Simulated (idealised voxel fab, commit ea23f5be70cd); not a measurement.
Proc. module: voxel wiring stack
FYI the section here is cut, 255 nm wide, cells are 5 nm squares.
If you're reading a cross-section in this doc, picture square cells in a grid; it comes to you as bands, top ones listed first down to the bottom, and a band can be one or more rows of cells. What a band's entry tells you: where the top is and where the bottom is, as heights in nm, and after that what lies inside, material by material from left to right, each with its width in nm. Empty space is written as the word "air", and a single material marked with the word "throughout" occupies the band from edge to edge. All heights in this document are referenced to 0, defined as the level beneath which the wafer, as received, consists entirely of one material. The lowest band is not bounded below; it extends indefinitely downward and is written in the form "0 -> down". When a width is written as two numbers, as in "30..40", the first number is the width in the top row of cells of the band and the second is the width in its bottom row, and the width changes by the same amount from each row to the next. When a step is marked "remained unchanged", none of the cells in the cross-section changed during that step. "Enclosed void listing" - sealed voids, min. 8 cells, no opening to top; format: width x height at distance (distance from left edge; nm throughout). Text after the settings on a step's line: the simulator's own remark on that step. You can add "overlay nm" to a step's line. For a step with a mask, it describes how far the mask lay to the right of its planned position, and a negative number describes a lay to the left.

[Steps in the process plan]
- 1: RECEIVE with material Si
- 2: CONFORMAL_DEP with material SiO2, thk nm 15
- 3: DIRECTIONAL_DEP with material TiN, thk nm 5
- 4: DIRECTIONAL_DEP with material Ru, thk nm 20
- 5: MASKED_ETCH with tone cover, mask id METAL_1, width nm 30, pitch nm 60, etch materials Ru, depth nm 20, overlay nm 0
- 6: MASKED_ETCH with tone cover, mask id METAL_1, width nm 30, pitch nm 60, etch materials TiN, depth nm 5, overlay nm 0
- 7: CONFORMAL_DEP with material SiN, thk nm 5
- 8: FILL_DEP with material SiO2, thk nm 10
- 9: CMP with height nm 40
- 10: CONFORMAL_DEP with material SiCN, thk nm 5
- 11: DIRECTIONAL_DEP with material lowk, thk nm 30
- 12: PATTERN with tone open, mask id METAL_2, material resist, width nm 30, pitch nm 60, thk nm 15, overlay nm 0
- 13: DIRECTIONAL_ETCH with etch materials lowk, depth nm 20
- 14: STRIP with etch materials resist
- 15: MASKED_ETCH with tone open, mask id METAL_2_HOLES, width nm 15, pitch nm 120, etch materials lowk, depth nm 10, overlay nm 0
- 16: MASKED_ETCH with tone open, mask id METAL_2_HOLES, width nm 15, pitch nm 120, etch materials SiCN, depth nm 5, overlay nm 0
- 17: CONFORMAL_DEP with material TiN, thk nm 5
- 18: FILL_DEP with material Cu, thk nm 5
- 19: CMP with height nm 75
- 20: CONFORMAL_DEP with material SiCN, thk nm 5
- 21: DIRECTIONAL_DEP with material SiO2, thk nm 30
- 22: MASKED_ETCH with tone open, mask id METAL_3, width nm 30, pitch nm 60, etch materials SiO2, depth nm 15, overlay nm 0
- 23: MASKED_ETCH with tone open, mask id METAL_3_HOLES, width nm 15, pitch nm 120, etch materials SiO2, depth nm 15, overlay nm 0
- 24: MASKED_ETCH with tone open, mask id METAL_3_HOLES, width nm 15, pitch nm 120, etch materials SiCN, depth nm 5, overlay nm 0
- 25: CONFORMAL_DEP with material TiN, thk nm 5
- 26: FILL_DEP with material Cu, thk nm 10
- 27: CMP with height nm 110
- 28: CONFORMAL_DEP with material SiCN, thk nm 5
- 29: DIRECTIONAL_DEP with material SiO2, thk nm 30
- 30: PATTERN with tone open, mask id METAL_4, material resist, width nm 30, pitch nm 60, thk nm 15, overlay nm 0
- 31: DIRECTIONAL_ETCH with etch materials SiO2, depth nm 15
- 32: STRIP with etch materials resist
- 33: MASKED_ETCH with tone open, mask id METAL_4_HOLES, width nm 15, pitch nm 60, etch materials SiO2, depth nm 15, overlay nm 0
- 34: MASKED_ETCH with tone open, mask id METAL_4_HOLES, width nm 15, pitch nm 60, etch materials SiCN, depth nm 5, overlay nm 0
- 35: CONFORMAL_DEP with material TiN, thk nm 5
- 36: FILL_DEP with material Cu, thk nm 10
- 37: CMP with height nm 145
- 38: CONFORMAL_DEP with material SiN, thk nm 5

[Cross-section of the incoming wafer, state after step 1]
* 0 -> down  Si throughout
* Enclosed void listing: none

[The first of two wafers, cross-sectioned at the end of the module, with the run proceeding as planned]
* 150 -> 145  SiN throughout
* 145 -> 135  SiO2 20 nm, TiN 5 nm, Cu 20 nm, TiN 5 nm, SiO2 30 nm, TiN 5 nm, Cu 20 nm, TiN 5 nm, SiO2 30 nm, TiN 5 nm, Cu 20 nm, TiN 5 nm, SiO2 30 nm, TiN 5 nm, Cu 20 nm, TiN 5 nm, SiO2 25 nm
* 135 -> 130  SiO2 20 nm, TiN 5 nm, Cu 5 nm, TiN 20 nm, SiO2 30 nm, TiN 5 nm, Cu 5 nm, TiN 20 nm, SiO2 30 nm, TiN 5 nm, Cu 5 nm, TiN 20 nm, SiO2 30 nm, TiN 5 nm, Cu 5 nm, TiN 20 nm, SiO2 25 nm
* 130 -> 115  SiO2 20 nm, TiN 5 nm, Cu 5 nm, TiN 5 nm, SiO2 45 nm, TiN 5 nm, Cu 5 nm, TiN 5 nm, SiO2 45 nm, TiN 5 nm, Cu 5 nm, TiN 5 nm, SiO2 45 nm, TiN 5 nm, Cu 5 nm, TiN 5 nm, SiO2 40 nm
* 115 -> 110  SiCN 20 nm, TiN 15 nm, SiCN 45 nm, TiN 15 nm, SiCN 45 nm, TiN 15 nm, SiCN 45 nm, TiN 15 nm, SiCN 40 nm
* 110 -> 100  SiO2 20 nm, TiN 5 nm, Cu 20 nm, TiN 5 nm, SiO2 30 nm, TiN 5 nm, Cu 20 nm, TiN 5 nm, SiO2 30 nm, TiN 5 nm, Cu 20 nm, TiN 5 nm, SiO2 30 nm, TiN 5 nm, Cu 20 nm, TiN 5 nm, SiO2 25 nm
* 100 -> 95  SiO2 20 nm, TiN 5 nm, Cu 5 nm, TiN 20 nm, SiO2 30 nm, TiN 30 nm, SiO2 30 nm, TiN 5 nm, Cu 5 nm, TiN 20 nm, SiO2 30 nm, TiN 30 nm, SiO2 25 nm
* 95 -> 80  SiO2 20 nm, TiN 5 nm, Cu 5 nm, TiN 5 nm, SiO2 105 nm, TiN 5 nm, Cu 5 nm, TiN 5 nm, SiO2 100 nm
* 80 -> 75  SiCN 20 nm, TiN 15 nm, SiCN 105 nm, TiN 15 nm, SiCN 100 nm
* 75 -> 60  lowk 20 nm, TiN 5 nm, Cu 20 nm, TiN 5 nm, lowk 30 nm, TiN 5 nm, Cu 20 nm, TiN 5 nm, lowk 30 nm, TiN 5 nm, Cu 20 nm, TiN 5 nm, lowk 30 nm, TiN 5 nm, Cu 20 nm, TiN 5 nm, lowk 25 nm
* 60 -> 55  lowk 20 nm, TiN 5 nm, Cu 5 nm, TiN 20 nm, lowk 30 nm, TiN 30 nm, lowk 30 nm, TiN 5 nm, Cu 5 nm, TiN 20 nm, lowk 30 nm, TiN 30 nm, lowk 25 nm
* 55 -> 45  lowk 20 nm, TiN 5 nm, Cu 5 nm, TiN 5 nm, lowk 105 nm, TiN 5 nm, Cu 5 nm, TiN 5 nm, lowk 100 nm
* 45 -> 40  SiCN 20 nm, TiN 15 nm, SiCN 105 nm, TiN 15 nm, SiCN 100 nm
* 40 -> 20  SiO2 15 nm, SiN 5 nm, Ru 30 nm, SiN 5 nm, SiO2 20 nm, SiN 5 nm, Ru 30 nm, SiN 5 nm, SiO2 20 nm, SiN 5 nm, Ru 30 nm, SiN 5 nm, SiO2 20 nm, SiN 5 nm, Ru 30 nm, SiN 5 nm, SiO2 20 nm
* 20 -> 15  SiN 20 nm, TiN 30 nm, SiN 30 nm, TiN 30 nm, SiN 30 nm, TiN 30 nm, SiN 30 nm, TiN 30 nm, SiN 25 nm
* 15 -> 0  SiO2 throughout
* 0 -> down  Si throughout
* Enclosed void listing: none

[Here is the second of the two wafers cut open at the end of the module - same start, same plan as the first one, but we made one mistake running it]
* 150 -> 145  SiN throughout
* 145 -> 135  SiO2 20 nm, TiN 5 nm, Cu 20 nm, TiN 5 nm, SiO2 30 nm, TiN 5 nm, Cu 20 nm, TiN 5 nm, SiO2 30 nm, TiN 5 nm, Cu 20 nm, TiN 5 nm, SiO2 30 nm, TiN 5 nm, Cu 20 nm, TiN 5 nm, SiO2 25 nm
* 135 -> 130  SiO2 20 nm, TiN 5 nm, Cu 5 nm, TiN 20 nm, SiO2 30 nm, TiN 5 nm, Cu 5 nm, TiN 20 nm, SiO2 30 nm, TiN 5 nm, Cu 5 nm, TiN 20 nm, SiO2 30 nm, TiN 5 nm, Cu 5 nm, TiN 20 nm, SiO2 25 nm
* 130 -> 115  SiO2 20 nm, TiN 5 nm, Cu 5 nm, TiN 5 nm, SiO2 45 nm, TiN 5 nm, Cu 5 nm, TiN 5 nm, SiO2 45 nm, TiN 5 nm, Cu 5 nm, TiN 5 nm, SiO2 45 nm, TiN 5 nm, Cu 5 nm, TiN 5 nm, SiO2 40 nm
* 115 -> 110  SiCN 20 nm, TiN 15 nm, SiCN 45 nm, TiN 15 nm, SiCN 45 nm, TiN 15 nm, SiCN 45 nm, TiN 15 nm, SiCN 40 nm
* 110 -> 100  SiO2 20 nm, TiN 5 nm, Cu 20 nm, TiN 5 nm, SiO2 30 nm, TiN 5 nm, Cu 20 nm, TiN 5 nm, SiO2 30 nm, TiN 5 nm, Cu 20 nm, TiN 5 nm, SiO2 30 nm, TiN 5 nm, Cu 20 nm, TiN 5 nm, SiO2 25 nm
* 100 -> 95  SiO2 20 nm, TiN 5 nm, Cu 5 nm, TiN 20 nm, SiO2 30 nm, TiN 30 nm, SiO2 30 nm, TiN 5 nm, Cu 5 nm, TiN 20 nm, SiO2 30 nm, TiN 30 nm, SiO2 25 nm
* 95 -> 80  SiO2 20 nm, TiN 5 nm, Cu 5 nm, TiN 5 nm, SiO2 105 nm, TiN 5 nm, Cu 5 nm, TiN 5 nm, SiO2 100 nm
* 80 -> 75  SiCN 20 nm, TiN 15 nm, SiCN 105 nm, TiN 15 nm, SiCN 100 nm
* 75 -> 70  lowk 20 nm, TiN 5 nm, Cu 5 nm, TiN 20 nm, lowk 30 nm, TiN 30 nm, lowk 30 nm, TiN 5 nm, Cu 5 nm, TiN 20 nm, lowk 30 nm, TiN 30 nm, lowk 25 nm
* 70 -> 60  lowk 20 nm, TiN 5 nm, Cu 5 nm, TiN 5 nm, lowk 105 nm, TiN 5 nm, Cu 5 nm, TiN 5 nm, lowk 100 nm
* 60 -> 55  SiCN 20 nm, TiN 15 nm, SiCN 105 nm, TiN 15 nm, SiCN 100 nm
* 55 -> 45  SiO2 throughout
* 45 -> 40  SiO2 15 nm, SiN 40 nm, SiO2 20 nm, SiN 40 nm, SiO2 20 nm, SiN 40 nm, SiO2 20 nm, SiN 40 nm, SiO2 20 nm
* 40 -> 20  SiO2 15 nm, SiN 5 nm, Ru 30 nm, SiN 5 nm, SiO2 20 nm, SiN 5 nm, Ru 30 nm, SiN 5 nm, SiO2 20 nm, SiN 5 nm, Ru 30 nm, SiN 5 nm, SiO2 20 nm, SiN 5 nm, Ru 30 nm, SiN 5 nm, SiO2 20 nm
* 20 -> 15  SiN 20 nm, TiN 30 nm, SiN 30 nm, TiN 30 nm, SiN 30 nm, TiN 30 nm, SiN 30 nm, TiN 30 nm, SiN 25 nm
* 15 -> 0  SiO2 throughout
* 0 -> down  Si throughout
* Enclosed void listing: none
Short version of what went wrong: step 9 was left out
End check, counted in cells, second wafer has more or fewer of these materials than the first: Cu: 48 fewer | SiN: 32 more | SiO2: 121 more | TiN: 24 fewer | lowk: 81 fewer
